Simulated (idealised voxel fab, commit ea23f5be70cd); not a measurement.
Proc. module: voxel capacitor over wiring
The cross-section shown here is cut; it is 225 nm wide and divided into square cells measuring 5 nm on a side.
The cross-sections in this document take the form of a grid made of square cells. They are written out as bands, in order from top to bottom. Each band consists of one or more rows of cells. Top height, bottom height, nm. Materials left to right, width each, nm. Single material + "throughout" = fills band edge to edge. "blank" = empty. Convention: height 0 is the level below which the wafer, as received, is all one material. The lowest band does not terminate at the bottom but continues downward, represented as "0 and below". Top row gets the first number, bottom row gets the second, and each row in between changes by the same step: that is how a band width like "30 to 40" works. A step reported as "remained unchanged" is a step in which no cell of the cross-section changed. For the entry "Sealed internal voids", the listed items are empty spaces with no open way to the top whose size is 8 cells or more; each item follows the pattern width x height at distance, where distance is from the left edge and all three are in nm. The remark found on a step's line after its settings is issued by the simulator itself and pertains to that step. If you see "overlay nm" on a step's line and that step has a mask, it's telling you how far right of where it was planned the mask ended up; a negative number means it went left instead.

These are the steps we planned for the process:
1. RECEIVE [material Si]
2. CONFORMAL_DEP [material SiO2] [thk nm 15]
3. CONFORMAL_DEP [material SiCN] [thk nm 5]
4. DIRECTIONAL_DEP [material SiO2] [thk nm 20]
5. MASKED_ETCH [tone open] [mask id METAL_1] [width nm 30] [pitch nm 90] [etch materials SiO2] [depth nm 20] [overlay nm 0]
6. MASKED_ETCH [tone open] [mask id METAL_1] [width nm 30] [pitch nm 90] [etch materials SiCN] [depth nm 5] [overlay nm 0]
7. CONFORMAL_DEP [material TiN] [thk nm 5]
8. FILL_DEP [material Cu] [thk nm 10]
9. CMP [height nm 40]
10. CONFORMAL_DEP [material SiCN] [thk nm 5]
11. DIRECTIONAL_DEP [material lowk] [thk nm 15]
12. DIRECTIONAL_DEP [material aC] [thk nm 10]
13. PATTERN [tone open] [mask id PLUG_1] [material resist] [width nm 15] [thk nm 30] [overlay nm 0]
14. DIRECTIONAL_ETCH [etch materials aC] [depth nm 10]
15. STRIP [etch materials resist]
16. DIRECTIONAL_ETCH [etch materials lowk] [depth nm 15]
17. DIRECTIONAL_ETCH [etch materials SiCN] [depth nm 5]
18. STRIP [etch materials aC]
19. CONFORMAL_DEP [material TiN] [thk nm 5]
20. FILL_DEP [material Ru] [thk nm 5]
21. CMP [height nm 60]
22. DIRECTIONAL_DEP [material TiN] [thk nm 5]
23. DIRECTIONAL_DEP [material SiN] [thk nm 5]
24. DIRECTIONAL_DEP [material TiN] [thk nm 5]
25. DIRECTIONAL_DEP [material aC] [thk nm 10]
26. PATTERN [tone cover] [mask id UPPER_PLATE] [material resist] [width nm 65] [thk nm 25] [overlay nm 0]
27. DIRECTIONAL_ETCH [etch materials aC] [depth nm 10]
28. STRIP [etch materials resist]
29. DIRECTIONAL_ETCH [etch materials TiN] [depth nm 5]
30. DIRECTIONAL_ETCH [etch materials SiN] [depth nm 5]
31. STRIP [etch materials aC]
32. MASKED_ETCH [tone cover] [mask id LOWER_PLATE] [width nm 75] [etch materials TiN] [depth nm 5] [overlay nm 0]
33. FILL_DEP [material SiO2] [thk nm 20]
34. CMP [height nm 90]
35. PATTERN [tone open] [mask id PLUG_2] [material resist] [width nm 15] [thk nm 20] [overlay nm 0]
36. DIRECTIONAL_ETCH [etch materials SiO2] [depth nm 15]
37. STRIP [etch materials resist]
38. CONFORMAL_DEP [material TiN] [thk nm 5]
39. FILL_DEP [material Ru] [thk nm 5]
40. CMP [height nm 90]
41. CONFORMAL_DEP [material SiCN] [thk nm 5]

First of two wafers - as planned:

The cross-section here shows the wafer as received, i.e. in its state after step 1:
> 0 and below = Si throughout
> Sealed internal voids: none

Take a look at the wafer's cross-section after step 2:
> 15 down to 0 = SiO2 throughout
> Beneath the level 0, the cross-section is identical to its previous state.

Take a look at the wafer's cross-section after step 3:
> 20 down to 15 = SiCN throughout
> Beneath the level 15, the cross-section is identical to its previous state.

Take a look at the wafer's cross-section after step 4:
> 40 down to 20 = SiO2 throughout
> Beneath the level 20, the cross-section is identical to its previous state.

Take a look at the wafer's cross-section after step 5:
> 40 down to 20 = SiO2=50, then blank=30, then SiO2=60, then blank=30, then SiO2=55
> Beneath the level 20, the cross-section is identical to its previous state.

Take a look at the wafer's cross-section after step 6:
> 40 down to 20 = SiO2=50, then blank=30, then SiO2=60, then blank=30, then SiO2=55
> 20 down to 15 = SiCN=50, then blank=30, then SiCN=60, then blank=30, then SiCN=55
> Beneath the level 15, the cross-section is identical to its previous state.

Take a look at the wafer's cross-section after step 7:
> 45 down to 40 = TiN=55, then blank=20, then TiN=70, then blank=20, then TiN=60
> 40 down to 20 = SiO2=50, then TiN=5, then blank=20, then TiN=5, then SiO2=60, then TiN=5, then blank=20, then TiN=5, then SiO2=55
> 20 down to 15 = SiCN=50, then TiN=30, then SiCN=60, then TiN=30, then SiCN=55
> Beneath the level 15, the cross-section is identical to its previous state.

Take a look at the wafer's cross-section after step 8:
> 55 down to 45 = Cu throughout
> 45 down to 40 = TiN=55, then Cu=20, then TiN=70, then Cu=20, then TiN=60
> 40 down to 20 = SiO2=50, then TiN=5, then Cu=20, then TiN=5, then SiO2=60, then TiN=5, then Cu=20, then TiN=5, then SiO2=55
> Beneath the level 20, the cross-section is identical to its previous state.

Take a look at the wafer's cross-section after step 9:
> 40 down to 20 = SiO2=50, then TiN=5, then Cu=20, then TiN=5, then SiO2=60, then TiN=5, then Cu=20, then TiN=5, then SiO2=55
> Beneath the level 20, the cross-section is identical to its previous state.

Take a look at the wafer's cross-section after step 10:
> 45 down to 40 = SiCN throughout
> Beneath the level 40, the cross-section is identical to its previous state.

Take a look at the wafer's cross-section after step 11:
> 60 down to 45 = lowk throughout
> Beneath the level 45, the cross-section is identical to its previous state.

Take a look at the wafer's cross-section after step 12:
> 70 down to 60 = aC throughout
> Beneath the level 60, the cross-section is identical to its previous state.

Take a look at the wafer's cross-section after step 13:
> 100 down to 70 = resist=65, then blank=15, then resist=145
> Beneath the level 70, the cross-section is identical to its previous state.

Take a look at the wafer's cross-section after step 14:
> 90 down to 70 = resist=65, then blank=15, then resist=145
> 70 down to 60 = aC=65, then blank=15, then aC=145
> Beneath the level 60, the cross-section is identical to its previous state.

Take a look at the wafer's cross-section after step 15:
> 70 down to 60 = aC=65, then blank=15, then aC=145
> Beneath the level 60, the cross-section is identical to its previous state.

Take a look at the wafer's cross-section after step 16:
> 70 down to 60 = aC=65, then blank=15, then aC=145
> 60 down to 45 = lowk=65, then blank=15, then lowk=145
> Beneath the level 45, the cross-section is identical to its previous state.

Take a look at the wafer's cross-section after step 17:
> 70 down to 60 = aC=65, then blank=15, then aC=145
> 60 down to 45 = lowk=65, then blank=15, then lowk=145
> 45 down to 40 = SiCN=65, then blank=15, then SiCN=145
> Beneath the level 40, the cross-section is identical to its previous state.

Take a look at the wafer's cross-section after step 18:
> 60 down to 45 = lowk=65, then blank=15, then lowk=145
> Beneath the level 45, the cross-section is identical to its previous state.

Take a look at the wafer's cross-section after step 19:
> 65 down to 60 = TiN=70, then blank=5, then TiN=150
> 60 down to 45 = lowk=65, then TiN=5, then blank=5, then TiN=5, then lowk=145
> 45 down to 40 = SiCN=65, then TiN=15, then SiCN=145
> Beneath the level 40, the cross-section is identical to its previous state.

Take a look at the wafer's cross-section after step 20:
> 70 down to 65 = Ru throughout
> 65 down to 60 = TiN=70, then Ru=5, then TiN=150
> 60 down to 45 = lowk=65, then TiN=5, then Ru=5, then TiN=5, then lowk=145
> Beneath the level 45, the cross-section is identical to its previous state.

Take a look at the wafer's cross-section after step 21:
> 60 down to 45 = lowk=65, then TiN=5, then Ru=5, then TiN=5, then lowk=145
> Beneath the level 45, the cross-section is identical to its previous state.

Take a look at the wafer's cross-section after step 22:
> 65 down to 60 = TiN throughout
> Beneath the level 60, the cross-section is identical to its previous state.

Take a look at the wafer's cross-section after step 23:
> 70 down to 65 = SiN throughout
> Beneath the level 65, the cross-section is identical to its previous state.

Take a look at the wafer's cross-section after step 24:
> 75 down to 70 = TiN throughout
> Beneath the level 70, the cross-section is identical to its previous state.

Take a look at the wafer's cross-section after step 25:
> 85 down to 75 = aC throughout
> Beneath the level 75, the cross-section is identical to its previous state.

Take a look at the wafer's cross-section after step 26:
> 110 down to 85 = blank=65, then resist=65, then blank=95
> Beneath the level 85, the cross-section is identical to its previous state.

Take a look at the wafer's cross-section after step 27:
> 100 down to 85 = blank=65, then resist=65, then blank=95
> 85 down to 75 = blank=65, then aC=65, then blank=95
> Beneath the level 75, the cross-section is identical to its previous state.

Take a look at the wafer's cross-section after step 28:
> 85 down to 75 = blank=65, then aC=65, then blank=95
> Beneath the level 75, the cross-section is identical to its previous state.

Take a look at the wafer's cross-section after step 29:
> 85 down to 75 = blank=65, then aC=65, then blank=95
> 75 down to 70 = blank=65, then TiN=65, then blank=95
> Beneath the level 70, the cross-section is identical to its previous state.

Take a look at the wafer's cross-section after step 30:
> 85 down to 75 = blank=65, then aC=65, then blank=95
> 75 down to 70 = blank=65, then TiN=65, then blank=95
> 70 down to 65 = blank=65, then SiN=65, then blank=95
> Beneath the level 65, the cross-section is identical to its previous state.

Take a look at the wafer's cross-section after step 31:
> 75 down to 70 = blank=65, then TiN=65, then blank=95
> Beneath the level 70, the cross-section is identical to its previous state.

Take a look at the wafer's cross-section after step 32:
> 75 down to 70 = blank=65, then TiN=65, then blank=95
> 70 down to 65 = blank=65, then SiN=65, then blank=95
> 65 down to 60 = blank=60, then TiN=75, then blank=90
> Beneath the level 60, the cross-section is identical to its previous state.

Take a look at the wafer's cross-section after step 33:
> 95 down to 75 = SiO2 throughout
> 75 down to 70 = SiO2=65, then TiN=65, then SiO2=95
> 70 down to 65 = SiO2=65, then SiN=65, then SiO2=95
> 65 down to 60 = SiO2=60, then TiN=75, then SiO2=90
> Beneath the level 60, the cross-section is identical to its previous state.

Take a look at the wafer's cross-section after step 34:
> 90 down to 75 = SiO2 throughout
> Beneath the level 75, the cross-section is identical to its previous state.

Take a look at the wafer's cross-section after step 35:
> 110 down to 90 = resist=75, then blank=15, then resist=135
> Beneath the level 90, the cross-section is identical to its previous state.

Take a look at the wafer's cross-section after step 36:
> 110 down to 90 = resist=75, then blank=15, then resist=135
> 90 down to 75 = SiO2=75, then blank=15, then SiO2=135
> Beneath the level 75, the cross-section is identical to its previous state.

Take a look at the wafer's cross-section after step 37:
> 90 down to 75 = SiO2=75, then blank=15, then SiO2=135
> Beneath the level 75, the cross-section is identical to its previous state.

Take a look at the wafer's cross-section after step 38:
> 95 down to 90 = TiN=80, then blank=5, then TiN=140
> 90 down to 80 = SiO2=75, then TiN=5, then blank=5, then TiN=5, then SiO2=135
> 80 down to 70 = SiO2=75 to 65, then TiN=15 to 65, then SiO2=135 to 95
> Beneath the level 70, the cross-section is identical to its previous state.

Take a look at the wafer's cross-section after step 39:
> 100 down to 95 = Ru throughout
> 95 down to 90 = TiN=80, then Ru=5, then TiN=140
> 90 down to 80 = SiO2=75, then TiN=5, then Ru=5, then TiN=5, then SiO2=135
> Beneath the level 80, the cross-section is identical to its previous state.

Take a look at the wafer's cross-section after step 40:
> 90 down to 80 = SiO2=75, then TiN=5, then Ru=5, then TiN=5, then SiO2=135
> Beneath the level 80, the cross-section is identical to its previous state.

Take a look at the wafer's cross-section after step 41:
> 95 down to 90 = SiCN throughout
> Beneath the level 90, the cross-section is identical to its previous state.

The second wafer began exactly as the first did and followed the same plan, but one mistake was made while running it; through step 23 inclusive, the two wafers are identical:

Second wafer, cross-section, planned end of step 24:
> 85 down to 70 = TiN throughout
> Beneath the level 70, the cross-section is identical to its previous state.

Second wafer, cross-section, planned end of step 25:
> 95 down to 85 = aC throughout
> Beneath the level 85, the cross-section is identical to its previous state.

Second wafer, cross-section, planned end of step 26:
> 120 down to 95 = blank=65, then resist=65, then blank=95
> Beneath the level 95, the cross-section is identical to its previous state.

Second wafer, cross-section, planned end of step 27:
> 110 down to 95 = blank=65, then resist=65, then blank=95
> 95 down to 85 = blank=65, then aC=65, then blank=95
> Beneath the level 85, the cross-section is identical to its previous state.

Second wafer, cross-section, planned end of step 28:
> 95 down to 85 = blank=65, then aC=65, then blank=95
> Beneath the level 85, the cross-section is identical to its previous state.

Second wafer, cross-section, planned end of step 29:
> 95 down to 85 = blank=65, then aC=65, then blank=95
> 85 down to 80 = blank=65, then TiN=65, then blank=95
> Beneath the level 80, the cross-section is identical to its previous state.

Second wafer, cross-section, planned end of step 30: remained unchanged

Second wafer, cross-section, planned end of step 31:
> 85 down to 80 = blank=65, then TiN=65, then blank=95
> Beneath the level 80, the cross-section is identical to its previous state.

Second wafer, cross-section, planned end of step 32:
> 85 down to 75 = blank=65 to 60, then TiN=65 to 75, then blank=95 to 90
> Beneath the level 75, the cross-section is identical to its previous state.

Second wafer, cross-section, planned end of step 33:
> 105 down to 85 = SiO2 throughout
> 85 down to 75 = SiO2=65 to 60, then TiN=65 to 75, then SiO2=95 to 90
> Beneath the level 75, the cross-section is identical to its previous state.

Second wafer, cross-section, planned end of step 34:
> 90 down to 85 = SiO2 throughout
> Beneath the level 85, the cross-section is identical to its previous state.

Second wafer, cross-section, planned end of step 35:
> 110 down to 90 = resist=75, then blank=15, then resist=135
> Beneath the level 90, the cross-section is identical to its previous state.

Second wafer, cross-section, planned end of step 36:
> 110 down to 90 = resist=75, then blank=15, then resist=135
> 90 down to 85 = SiO2=75, then blank=15, then SiO2=135
> Beneath the level 85, the cross-section is identical to its previous state.

Second wafer, cross-section, planned end of step 37:
> 90 down to 85 = SiO2=75, then blank=15, then SiO2=135
> Beneath the level 85, the cross-section is identical to its previous state.

Second wafer, cross-section, planned end of step 38:
> 95 down to 90 = TiN=80, then blank=5, then TiN=140
> 90 down to 80 = SiO2=75 to 65, then TiN=15 to 65, then SiO2=135 to 95
> Beneath the level 80, the cross-section is identical to its previous state.

Second wafer, cross-section, planned end of step 39:
> 100 down to 95 = Ru throughout
> 95 down to 90 = TiN=80, then Ru=5, then TiN=140
> Beneath the level 90, the cross-section is identical to its previous state.

Second wafer, cross-section, planned end of step 40:
> 90 down to 80 = SiO2=75 to 65, then TiN=15 to 65, then SiO2=135 to 95
> Beneath the level 80, the cross-section is identical to its previous state.

Second wafer, cross-section, planned end of step 41:
> 95 down to 90 = SiCN throughout
> Beneath the level 90, the cross-section is identical to its previous state.
What was done differently from what was planned? step 24 deviated from plan and actually ran as DIRECTIONAL_DEP [material TiN] [thk nm 15]
The closing comparison, in cells, has the second wafer with more or fewer of some materials than the first: -2 Ru; +32 SiN; -116 SiO2; +86 TiN
